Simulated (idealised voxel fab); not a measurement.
This section sets out a process module, namely voxel double patterning.
Displayed cross-section: cut, width of 240 nm, square cells sized 5 nm.
Each cross-section below is a grid of square cells, stated as bands in top-down order, with one or more rows of cells making up each band.
First you get the band's top height and its bottom height, in nm, and then the materials it's made of, left to right, with each width in nm. If you see a single material with "everywhere", that one covers the band edge to edge. "blank" is empty space.
All heights in this document are referenced to 0, defined as the level beneath which the wafer, as received, consists entirely of one material. The lowest band is not bounded below; it extends indefinitely downward and is written in the form "0 -> down".
Think of "30..40" as a width that walks from the first number to the second as you go down the band, top row to bottom row, taking equal-sized steps from row to row.
What does "no alteration" mean for a step? It means no cell of the cross-section changed in that step.
"Unvented voids" contains a list of empty spaces, each no smaller than 8 cells and without an open way to the top, written in the form width x height at distance with the distance from the left edge and all three in nm.
Where a step's line continues beyond its settings, the continuation is a remark by the simulator itself on that step.
"overlay nm" answers the question of how far to the right of plan the mask lay on a step that has a mask, and when it is negative the answer is to the left.
Structure of the following material. The material consists of pairs of cross-sections. Each pair comprises the cross-section before one process step and the cross-section after that step, the latter shown only down to the lowest band that changed. The step between the cross-sections is specified beneath each pair, including its settings. Pairs are not necessarily consecutive: they may derive from different runs of this module performed on the same starting wafer. Continuity with the pair above is to be assumed only where the entry headed "Pre-process state" of the pair in question states it.
Pre-process state
- 0 -> down = Si everywhere
- Unvented voids: none
Post-Step Section View
- 10 -> 0 = SiO2 everywhere
- Note: structure below 0 unchanged.
- Unvented voids: none
Between the cross-sections above, the step performed was op CONFORMAL_DEP | material SiO2 | thk nm 10
Pre-process state: refer to the pair immediately above; the cross-section shown after its step is the state before this one.
Post-Step Section View
- 25 -> 10 = W everywhere
- Note: structure below 10 unchanged.
- Unvented voids: none
Between the cross-sections above, the step performed was op DIRECTIONAL_DEP | material W | thk nm 15
Pre-process state: refer to the pair immediately above; the cross-section shown after its step is the state before this one.
Post-Step Section View
- 30 -> 25 = SiCN everywhere
- Note: structure below 25 unchanged.
- Unvented voids: none
Between the cross-sections above, the step performed was op DIRECTIONAL_DEP | material SiCN | thk nm 5
Pre-process state: refer to the pair immediately above; the cross-section shown after its step is the state before this one.
Post-Step Section View
- 45 -> 30 = 60 nm resist; 15 nm blank; 35 nm resist; 15 nm blank; 35 nm resist; 15 nm blank; 65 nm resist
- Note: structure below 30 unchanged.
- Unvented voids: none
Between the cross-sections above, the step performed was op PATTERN | tone open | mask id FIRST | material resist | width nm 15 | pitch nm 50 | thk nm 15 | overlay nm 0
Pre-process state: refer to the pair immediately above; the cross-section shown after its step is the state before this one.
Post-Step Section View
- 45 -> 30 = 60 nm resist; 15 nm blank; 35 nm resist; 15 nm blank; 35 nm resist; 15 nm blank; 65 nm resist
- 30 -> 25 = 60 nm SiCN; 15 nm blank; 35 nm SiCN; 15 nm blank; 35 nm SiCN; 15 nm blank; 65 nm SiCN
- Note: structure below 25 unchanged.
- Unvented voids: none
Between the cross-sections above, the step performed was op DIRECTIONAL_ETCH | etch materials SiCN | depth nm 5
Pre-process state: refer to the pair immediately above; the cross-section shown after its step is the state before this one.
Post-Step Section View
- 30 -> 25 = 60 nm SiCN; 15 nm blank; 35 nm SiCN; 15 nm blank; 35 nm SiCN; 15 nm blank; 65 nm SiCN
- Note: structure below 25 unchanged.
- Unvented voids: none
Between the cross-sections above, the step performed was op STRIP | etch materials resist
Pre-process state: refer to the pair immediately above; the cross-section shown after its step is the state before this one.
Post-Step Section View
- 30 -> 25 = 60 nm SiCN; 15 nm blank; 10 nm SiCN; 15 nm blank; 10 nm SiCN; 15 nm blank; 10 nm SiCN; 15 nm blank; 10 nm SiCN; 15 nm blank; 65 nm SiCN
- Note: structure below 25 unchanged.
- Unvented voids: none
Between the cross-sections above, the step performed was op MASKED_ETCH | tone open | mask id SECOND | width nm 15 | pitch nm 50 | etch materials SiCN | depth nm 5 | overlay nm 0
Pre-process state: refer to the pair immediately above; the cross-section shown after its step is the state before this one.
Post-Step Section View
- 30 -> 25 = 60 nm SiCN; 15 nm blank; 10 nm SiCN; 15 nm blank; 10 nm SiCN; 15 nm blank; 10 nm SiCN; 15 nm blank; 10 nm SiCN; 15 nm blank; 65 nm SiCN
- 25 -> 10 = 60 nm W; 15 nm blank; 10 nm W; 15 nm blank; 10 nm W; 15 nm blank; 10 nm W; 15 nm blank; 10 nm W; 15 nm blank; 65 nm W
- Note: structure below 10 unchanged.
- Unvented voids: none
Between the cross-sections above, the step performed was op DIRECTIONAL_ETCH | etch materials W | depth nm 15
Pre-process state: refer to the pair immediately above; the cross-section shown after its step is the state before this one.
Post-Step Section View
- 25 -> 10 = 60 nm W; 15 nm blank; 10 nm W; 15 nm blank; 10 nm W; 15 nm blank; 10 nm W; 15 nm blank; 10 nm W; 15 nm blank; 65 nm W
- Note: structure below 10 unchanged.
- Unvented voids: none
Between the cross-sections above, the step performed was op STRIP | etch materials SiCN
Pre-process state
- 25 -> 10 = W everywhere
- 10 -> 0 = SiO2 everywhere
- 0 -> down = Si everywhere
- Unvented voids: none
Post-Step Section View
- 40 -> 10 = W everywhere
- Note: structure below 10 unchanged.
- Unvented voids: none
Between the cross-sections above, the step performed was op DIRECTIONAL_DEP | material W | thk nm 15
Pre-process state: refer to the pair immediately above; the cross-section shown after its step is the state before this one.
Post-Step Section View
- 45 -> 40 = SiCN everywhere
- Note: structure below 40 unchanged.
- Unvented voids: none
Between the cross-sections above, the step performed was op DIRECTIONAL_DEP | material SiCN | thk nm 5
Pre-process state: refer to the pair immediately above; the cross-section shown after its step is the state before this one.
Post-Step Section View
- 60 -> 45 = 60 nm resist; 15 nm blank; 35 nm resist; 15 nm blank; 35 nm resist; 15 nm blank; 65 nm resist
- Note: structure below 45 unchanged.
- Unvented voids: none
Between the cross-sections above, the step performed was op PATTERN | tone open | mask id FIRST | material resist | width nm 15 | pitch nm 50 | thk nm 15 | overlay nm 0
Pre-process state: refer to the pair immediately above; the cross-section shown after its step is the state before this one.
Post-Step Section View
- 60 -> 45 = 60 nm resist; 15 nm blank; 35 nm resist; 15 nm blank; 35 nm resist; 15 nm blank; 65 nm resist
- 45 -> 40 = 60 nm SiCN; 15 nm blank; 35 nm SiCN; 15 nm blank; 35 nm SiCN; 15 nm blank; 65 nm SiCN
- Note: structure below 40 unchanged.
- Unvented voids: none
Between the cross-sections above, the step performed was op DIRECTIONAL_ETCH | etch materials SiCN | depth nm 5
Pre-process state: refer to the pair immediately above; the cross-section shown after its step is the state before this one.
Post-Step Section View
- 45 -> 40 = 60 nm SiCN; 15 nm blank; 35 nm SiCN; 15 nm blank; 35 nm SiCN; 15 nm blank; 65 nm SiCN
- Note: structure below 40 unchanged.
- Unvented voids: none
Between the cross-sections above, the step performed was op STRIP | etch materials resist
Pre-process state: refer to the pair immediately above; the cross-section shown after its step is the state before this one.
Post-Step Section View
- 45 -> 40 = 60 nm SiCN; 15 nm blank; 10 nm SiCN; 15 nm blank; 10 nm SiCN; 15 nm blank; 10 nm SiCN; 15 nm blank; 10 nm SiCN; 15 nm blank; 65 nm SiCN
- Note: structure below 40 unchanged.
- Unvented voids: none
Between the cross-sections above, the step performed was op MASKED_ETCH | tone open | mask id SECOND | width nm 15 | pitch nm 50 | etch materials SiCN | depth nm 5 | overlay nm 0
Pre-process state: refer to the pair immediately above; the cross-section shown after its step is the state before this one.
Post-Step Section View
- 45 -> 40 = 60 nm SiCN; 15 nm blank; 10 nm SiCN; 15 nm blank; 10 nm SiCN; 15 nm blank; 10 nm SiCN; 15 nm blank; 10 nm SiCN; 15 nm blank; 65 nm SiCN
- 40 -> 25 = 60 nm W; 15 nm blank; 10 nm W; 15 nm blank; 10 nm W; 15 nm blank; 10 nm W; 15 nm blank; 10 nm W; 15 nm blank; 65 nm W
- Note: structure below 25 unchanged.
- Unvented voids: none
Between the cross-sections above, the step performed was op DIRECTIONAL_ETCH | etch materials W | depth nm 15
Pre-process state: refer to the pair immediately above; the cross-section shown after its step is the state before this one.
Post-Step Section View
- 40 -> 25 = 60 nm W; 15 nm blank; 10 nm W; 15 nm blank; 10 nm W; 15 nm blank; 10 nm W; 15 nm blank; 10 nm W; 15 nm blank; 65 nm W
- Note: structure below 25 unchanged.
- Unvented voids: none
Between the cross-sections above, the step performed was op STRIP | etch materials SiCN
Pre-process state
- 0 -> down = Si everywhere
- Unvented voids: none
Post-Step Section View
- 15 -> 0 = W everywhere
- Note: structure below 0 unchanged.
- Unvented voids: none
Between the cross-sections above, the step performed was op DIRECTIONAL_DEP | material W | thk nm 15
Pre-process state: refer to the pair immediately above; the cross-section shown after its step is the state before this one.
Post-Step Section View
- 25 -> 15 = SiO2 everywhere
- Note: structure below 15 unchanged.
- Unvented voids: none
Between the cross-sections above, the step performed was op CONFORMAL_DEP | material SiO2 | thk nm 10
Pre-process state: refer to the pair immediately above; the cross-section shown after its step is the state before this one.
Post-Step Section View
- 30 -> 25 = SiCN everywhere
- Note: structure below 25 unchanged.
- Unvented voids: none
Between the cross-sections above, the step performed was op DIRECTIONAL_DEP | material SiCN | thk nm 5
Pre-process state: refer to the pair immediately above; the cross-section shown after its step is the state before this one.
Post-Step Section View
- 45 -> 30 = 60 nm resist; 15 nm blank; 35 nm resist; 15 nm blank; 35 nm resist; 15 nm blank; 65 nm resist
- Note: structure below 30 unchanged.
- Unvented voids: none
Between the cross-sections above, the step performed was op PATTERN | tone open | mask id FIRST | material resist | width nm 15 | pitch nm 50 | thk nm 15 | overlay nm 0
Pre-process state: refer to the pair immediately above; the cross-section shown after its step is the state before this one.
Post-Step Section View
- 45 -> 30 = 60 nm resist; 15 nm blank; 35 nm resist; 15 nm blank; 35 nm resist; 15 nm blank; 65 nm resist
- 30 -> 25 = 60 nm SiCN; 15 nm blank; 35 nm SiCN; 15 nm blank; 35 nm SiCN; 15 nm blank; 65 nm SiCN
- Note: structure below 25 unchanged.
- Unvented voids: none
Between the cross-sections above, the step performed was op DIRECTIONAL_ETCH | etch materials SiCN | depth nm 5
Pre-process state: refer to the pair immediately above; the cross-section shown after its step is the state before this one.
Post-Step Section View
- 30 -> 25 = 60 nm SiCN; 15 nm blank; 35 nm SiCN; 15 nm blank; 35 nm SiCN; 15 nm blank; 65 nm SiCN
- Note: structure below 25 unchanged.
- Unvented voids: none
Between the cross-sections above, the step performed was op STRIP | etch materials resist
Pre-process state: refer to the pair immediately above; the cross-section shown after its step is the state before this one.
Post-Step Section View
- 30 -> 25 = 60 nm SiCN; 15 nm blank; 10 nm SiCN; 15 nm blank; 10 nm SiCN; 15 nm blank; 10 nm SiCN; 15 nm blank; 10 nm SiCN; 15 nm blank; 65 nm SiCN
- Note: structure below 25 unchanged.
- Unvented voids: none
Between the cross-sections above, the step performed was op MASKED_ETCH | tone open | mask id SECOND | width nm 15 | pitch nm 50 | etch materials SiCN | depth nm 5 | overlay nm 0
Pre-process state: refer to the pair immediately above; the cross-section shown after its step is the state before this one.
Post-Step Section View
- 25 -> 15 = SiO2 everywhere
- Note: structure below 15 unchanged.
- Unvented voids: none
Between the cross-sections above, the step performed was op STRIP | etch materials SiCN
Pre-process state
- 30 -> 25 = 60 nm SiCN; 15 nm blank; 10 nm SiCN; 15 nm blank; 10 nm SiCN; 15 nm blank; 10 nm SiCN; 15 nm blank; 10 nm SiCN; 15 nm blank; 65 nm SiCN
- 25 -> 10 = W everywhere
- 10 -> 0 = SiO2 everywhere
- 0 -> down = Si everywhere
- Unvented voids: none
Post-Step Section View
- 30 -> 25 = 60 nm SiCN; 15 nm blank; 10 nm SiCN; 15 nm blank; 10 nm SiCN; 15 nm blank; 10 nm SiCN; 15 nm blank; 10 nm SiCN; 15 nm blank; 65 nm SiCN
- 25 -> 15 = 60 nm W; 15 nm blank; 10 nm W; 15 nm blank; 10 nm W; 15 nm blank; 10 nm W; 15 nm blank; 10 nm W; 15 nm blank; 65 nm W
- Note: structure below 15 unchanged.
- Unvented voids: none
Between the cross-sections above, the step performed was op DIRECTIONAL_ETCH | etch materials W | depth nm 10
Pre-process state: refer to the pair immediately above; the cross-section shown after its step is the state before this one.
Post-Step Section View
- 25 -> 15 = 60 nm W; 15 nm blank; 10 nm W; 15 nm blank; 10 nm W; 15 nm blank; 10 nm W; 15 nm blank; 10 nm W; 15 nm blank; 65 nm W
- Note: structure below 15 unchanged.
- Unvented voids: none
Between the cross-sections above, the step performed was op STRIP | etch materials SiCN
Pre-process state
- 30 -> 25 = SiCN everywhere
- 25 -> 10 = W everywhere
- 10 -> 0 = SiO2 everywhere
- 0 -> down = Si everywhere
- Unvented voids: none
Post-Step Section View
- 45 -> 30 = 60 nm resist; 20 nm blank; 30 nm resist; 20 nm blank; 30 nm resist; 20 nm blank; 60 nm resist
- Note: structure below 30 unchanged.
- Unvented voids: none
Between the cross-sections above, the step performed was op PATTERN | tone open | mask id FIRST | material resist | width nm 20 | pitch nm 50 | thk nm 15 | overlay nm 0
Pre-process state: refer to the pair immediately above; the cross-section shown after its step is the state before this one.
Post-Step Section View
- 45 -> 30 = 60 nm resist; 20 nm blank; 30 nm resist; 20 nm blank; 30 nm resist; 20 nm blank; 60 nm resist
- 30 -> 25 = 60 nm SiCN; 20 nm blank; 30 nm SiCN; 20 nm blank; 30 nm SiCN; 20 nm blank; 60 nm SiCN
- Note: structure below 25 unchanged.
- Unvented voids: none
Between the cross-sections above, the step performed was op DIRECTIONAL_ETCH | etch materials SiCN | depth nm 5
Pre-process state: refer to the pair immediately above; the cross-section shown after its step is the state before this one.
Post-Step Section View
- 30 -> 25 = 60 nm SiCN; 20 nm blank; 30 nm SiCN; 20 nm blank; 30 nm SiCN; 20 nm blank; 60 nm SiCN
- Note: structure below 25 unchanged.
- Unvented voids: none
Between the cross-sections above, the step performed was op STRIP | etch materials resist
Pre-process state: refer to the pair immediately above; the cross-section shown after its step is the state before this one.
Post-Step Section View
- 30 -> 25 = 60 nm SiCN; 20 nm blank; 5 nm SiCN; 15 nm blank; 10 nm SiCN; 20 nm blank; 5 nm SiCN; 15 nm blank; 10 nm SiCN; 20 nm blank; 60 nm SiCN
- Note: structure below 25 unchanged.
- Unvented voids: none
Between the cross-sections above, the step performed was op MASKED_ETCH | tone open | mask id SECOND | width nm 15 | pitch nm 50 | etch materials SiCN | depth nm 5 | overlay nm 0
Pre-process state: refer to the pair immediately above; the cross-section shown after its step is the state before this one.
Post-Step Section View
- 30 -> 25 = 60 nm SiCN; 20 nm blank; 5 nm SiCN; 15 nm blank; 10 nm SiCN; 20 nm blank; 5 nm SiCN; 15 nm blank; 10 nm SiCN; 20 nm blank; 60 nm SiCN
- 25 -> 10 = 60 nm W; 20 nm blank; 5 nm W; 15 nm blank; 10 nm W; 20 nm blank; 5 nm W; 15 nm blank; 10 nm W; 20 nm blank; 60 nm W
- Note: structure below 10 unchanged.
- Unvented voids: none
Between the cross-sections above, the step performed was op DIRECTIONAL_ETCH | etch materials W | depth nm 15
Pre-process state: refer to the pair immediately above; the cross-section shown after its step is the state before this one.
Post-Step Section View
- 25 -> 10 = 60 nm W; 20 nm blank; 5 nm W; 15 nm blank; 10 nm W; 20 nm blank; 5 nm W; 15 nm blank; 10 nm W; 20 nm blank; 60 nm W
- Note: structure below 10 unchanged.
- Unvented voids: none
Between the cross-sections above, the step performed was op STRIP | etch materials SiCN
Pre-process state
- 30 -> 25 = 60 nm SiCN; 15 nm blank; 35 nm SiCN; 15 nm blank; 35 nm SiCN; 15 nm blank; 65 nm SiCN
- 25 -> 10 = W everywhere
- 10 -> 0 = SiO2 everywhere
- 0 -> down = Si everywhere
- Unvented voids: none
Post-Step Section View
- 30 -> 25 = 60 nm SiCN; 15 nm blank; 5 nm SiCN; 15 nm blank; 15 nm SiCN; 15 nm blank; 5 nm SiCN; 15 nm blank; 15 nm SiCN; 15 nm blank; 65 nm SiCN
- Note: structure below 25 unchanged.
- Unvented voids: none
Between the cross-sections above, the step performed was op MASKED_ETCH | tone open | mask id SECOND | width nm 15 | pitch nm 50 | etch materials SiCN | depth nm 5 | overlay nm -5
Pre-process state: refer to the pair immediately above; the cross-section shown after its step is the state before this one.
Post-Step Section View
- 30 -> 25 = 60 nm SiCN; 15 nm blank; 5 nm SiCN; 15 nm blank; 15 nm SiCN; 15 nm blank; 5 nm SiCN; 15 nm blank; 15 nm SiCN; 15 nm blank; 65 nm SiCN
- 25 -> 10 = 60 nm W; 15 nm blank; 5 nm W; 15 nm blank; 15 nm W; 15 nm blank; 5 nm W; 15 nm blank; 15 nm W; 15 nm blank; 65 nm W
- Note: structure below 10 unchanged.
- Unvented voids: none
Between the cross-sections above, the step performed was op DIRECTIONAL_ETCH | etch materials W | depth nm 15
Pre-process state: refer to the pair immediately above; the cross-section shown after its step is the state before this one.
Post-Step Section View
- 25 -> 10 = 60 nm W; 15 nm blank; 5 nm W; 15 nm blank; 15 nm W; 15 nm blank; 5 nm W; 15 nm blank; 15 nm W; 15 nm blank; 65 nm W
- Note: structure below 10 unchanged.
- Unvented voids: none
Between the cross-sections above, the step performed was op STRIP | etch materials SiCN
Pre-process state
- 0 -> down = Si everywhere
- Unvented voids: none
Post-Step Section View
- 10 -> 0 = W everywhere
- Note: structure below 0 unchanged.
- Unvented voids: none
Between the cross-sections above, the step performed was op CONFORMAL_DEP | material W | thk nm 10
Pre-process state: refer to the pair immediately above; the cross-section shown after its step is the state before this one.
Post-Step Section View
- 25 -> 0 = W everywhere
- Note: structure below 0 unchanged.
- Unvented voids: none
Between the cross-sections above, the step performed was op DIRECTIONAL_DEP | material W | thk nm 15
Pre-process state: refer to the pair immediately above; the cross-section shown after its step is the state before this one.
Post-Step Section View
- 30 -> 25 = SiCN everywhere
- Note: structure below 25 unchanged.
- Unvented voids: none
Between the cross-sections above, the step performed was op DIRECTIONAL_DEP | material SiCN | thk nm 5
Pre-process state: refer to the pair immediately above; the cross-section shown after its step is the state before this one.
Post-Step Section View
- 45 -> 30 = 60 nm resist; 15 nm blank; 35 nm resist; 15 nm blank; 35 nm resist; 15 nm blank; 65 nm resist
- Note: structure below 30 unchanged.
- Unvented voids: none
Between the cross-sections above, the step performed was op PATTERN | tone open | mask id FIRST | material resist | width nm 15 | pitch nm 50 | thk nm 15 | overlay nm 0
Pre-process state: refer to the pair immediately above; the cross-section shown after its step is the state before this one.
Post-Step Section View
- 45 -> 30 = 60 nm resist; 15 nm blank; 35 nm resist; 15 nm blank; 35 nm resist; 15 nm blank; 65 nm resist
- 30 -> 25 = 60 nm SiCN; 15 nm blank; 35 nm SiCN; 15 nm blank; 35 nm SiCN; 15 nm blank; 65 nm SiCN
- Note: structure below 25 unchanged.
- Unvented voids: none
Between the cross-sections above, the step performed was op DIRECTIONAL_ETCH | etch materials SiCN | depth nm 5
Pre-process state: refer to the pair immediately above; the cross-section shown after its step is the state before this one.
Post-Step Section View
- 30 -> 25 = 60 nm SiCN; 15 nm blank; 35 nm SiCN; 15 nm blank; 35 nm SiCN; 15 nm blank; 65 nm SiCN
- Note: structure below 25 unchanged.
- Unvented voids: none
Between the cross-sections above, the step performed was op STRIP | etch materials resist
Pre-process state: refer to the pair immediately above; the cross-section shown after its step is the state before this one.
Post-Step Section View
- 30 -> 25 = 60 nm SiCN; 15 nm blank; 10 nm SiCN; 15 nm blank; 10 nm SiCN; 15 nm blank; 10 nm SiCN; 15 nm blank; 10 nm SiCN; 15 nm blank; 65 nm SiCN
- Note: structure below 25 unchanged.
- Unvented voids: none
Between the cross-sections above, the step performed was op MASKED_ETCH | tone open | mask id SECOND | width nm 15 | pitch nm 50 | etch materials SiCN | depth nm 5 | overlay nm 0
Pre-process state: refer to the pair immediately above; the cross-section shown after its step is the state before this one.
Post-Step Section View
- 30 -> 25 = 60 nm SiCN; 15 nm blank; 10 nm SiCN; 15 nm blank; 10 nm SiCN; 15 nm blank; 10 nm SiCN; 15 nm blank; 10 nm SiCN; 15 nm blank; 65 nm SiCN
- 25 -> 10 = 60 nm W; 15 nm blank; 10 nm W; 15 nm blank; 10 nm W; 15 nm blank; 10 nm W; 15 nm blank; 10 nm W; 15 nm blank; 65 nm W
- Note: structure below 10 unchanged.
- Unvented voids: none
Between the cross-sections above, the step performed was op DIRECTIONAL_ETCH | etch materials W | depth nm 15
Pre-process state: refer to the pair immediately above; the cross-section shown after its step is the state before this one.
Post-Step Section View
- 25 -> 10 = 60 nm W; 15 nm blank; 10 nm W; 15 nm blank; 10 nm W; 15 nm blank; 10 nm W; 15 nm blank; 10 nm W; 15 nm blank; 65 nm W
- Note: structure below 10 unchanged.
- Unvented voids: none
Between the cross-sections above, the step performed was op STRIP | etch materials SiCN
Pre-process state
- 30 -> 25 = 60 nm SiCN; 15 nm blank; 35 nm SiCN; 15 nm blank; 35 nm SiCN; 15 nm blank; 65 nm SiCN
- 25 -> 10 = W everywhere
- 10 -> 0 = SiO2 everywhere
- 0 -> down = Si everywhere
- Unvented voids: none
Post-Step Section View
- 30 -> 25 = 85 nm blank; 15 nm SiCN; 35 nm blank; 15 nm SiCN; 90 nm blank
- Note: structure below 25 unchanged.
- Unvented voids: none
Between the cross-sections above, the step performed was op MASKED_ETCH | tone cover | mask id SECOND | width nm 15 | pitch nm 50 | etch materials SiCN | depth nm 5 | overlay nm 0
Pre-process state: refer to the pair immediately above; the cross-section shown after its step is the state before this one.
Post-Step Section View
- 30 -> 25 = 85 nm blank; 15 nm SiCN; 35 nm blank; 15 nm SiCN; 90 nm blank
- 25 -> 10 = 85 nm blank; 15 nm W; 35 nm blank; 15 nm W; 90 nm blank
- Note: structure below 10 unchanged.
- Unvented voids: none
Between the cross-sections above, the step performed was op DIRECTIONAL_ETCH | etch materials W | depth nm 15
Pre-process state: refer to the pair immediately above; the cross-section shown after its step is the state before this one.
Post-Step Section View
- 25 -> 10 = 85 nm blank; 15 nm W; 35 nm blank; 15 nm W; 90 nm blank
- Note: structure below 10 unchanged.
- Unvented voids: none
Between the cross-sections above, the step performed was op STRIP | etch materials SiCN
